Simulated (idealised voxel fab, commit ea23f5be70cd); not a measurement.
A process module follows: voxel spacer lines.
FYI the section here is cut, 230 nm wide, cells are 5 nm squares.
Cross-section spec: square-cell grid; bands listed top down; each band is one or more rows.
Quick guide to a band line: top height, bottom height (nm) up front; then every material left to right with its width in nm. Only one material and it's marked "throughout"? Then it fills the band edge to edge. And "air" just means empty space.
Ref level 0: as-received wafer is one material below here. Bottom band extends down with no lower bound ("0 -> down").
With a width like "30 to 40", each row of cells in the band differs from the next by the same amount, the top row carrying the first number and the bottom row the second.
No cell of the cross-section changed in a step that is given as "remained unchanged".
Closed empty spaces (no open way to the top) of 8 cells or more are what "Closed-off voids" lists, each as width x height at distance from the left edge, nm for all three.
Formally, on a step line, whatever follows the settings is a remark that the simulator itself makes on the step.
On any step carrying a mask, the "overlay nm" setting, if present on the step's line, tells how far right of its planned place the mask lay; negative values point to the left.
So here's the lineup of process steps we planned:
1) RECEIVE [material Si]
2) CONFORMAL_DEP [material Al2O3] [thk nm 5]
3) DIRECTIONAL_DEP [material SiN] [thk nm 20]
4) DIRECTIONAL_DEP [material aC] [thk nm 20]
5) PATTERN [tone cover] [mask id MANDREL] [material resist] [width nm 15] [pitch nm 50] [thk nm 25] [overlay nm 0]
6) DIRECTIONAL_ETCH [etch materials aC] [depth nm 20]
7) STRIP [etch materials resist]
8) CONFORMAL_DEP [material SiO2] [thk nm 10]
9) DIRECTIONAL_ETCH [etch materials SiO2] [depth nm 10]
10) STRIP [etch materials aC]
11) DIRECTIONAL_ETCH [etch materials SiN] [depth nm 20]
12) STRIP [etch materials SiO2]
13) FILL_DEP [material lowk] [thk nm 10]
14) CMP [height nm 25]
As-received state of the wafer in cross-section, equivalent to post-step 1:
    0 -> down | Si throughout
    Closed-off voids: none
The following cross-section depicts the wafer upon conclusion of the module. Processing commenced from the starting condition illustrated above and adhered to the plan illustrated above, save for one mistake in execution:
    25 -> 20 | lowk throughout
    20 -> 0 | 45 of lowk, then 10 of SiN, then 15 of lowk, then 10 of SiN, then 15 of lowk, then 10 of SiN, then 15 of lowk, then 10 of SiN, then 15 of lowk, then 10 of SiN, then 15 of lowk, then 10 of SiN, then 50 of lowk
    0 -> down | Si throughout
    Closed-off voids: none
Heads up, the wafer didn't run the way we planned it: step 2 of the plan never got run, it was skipped over
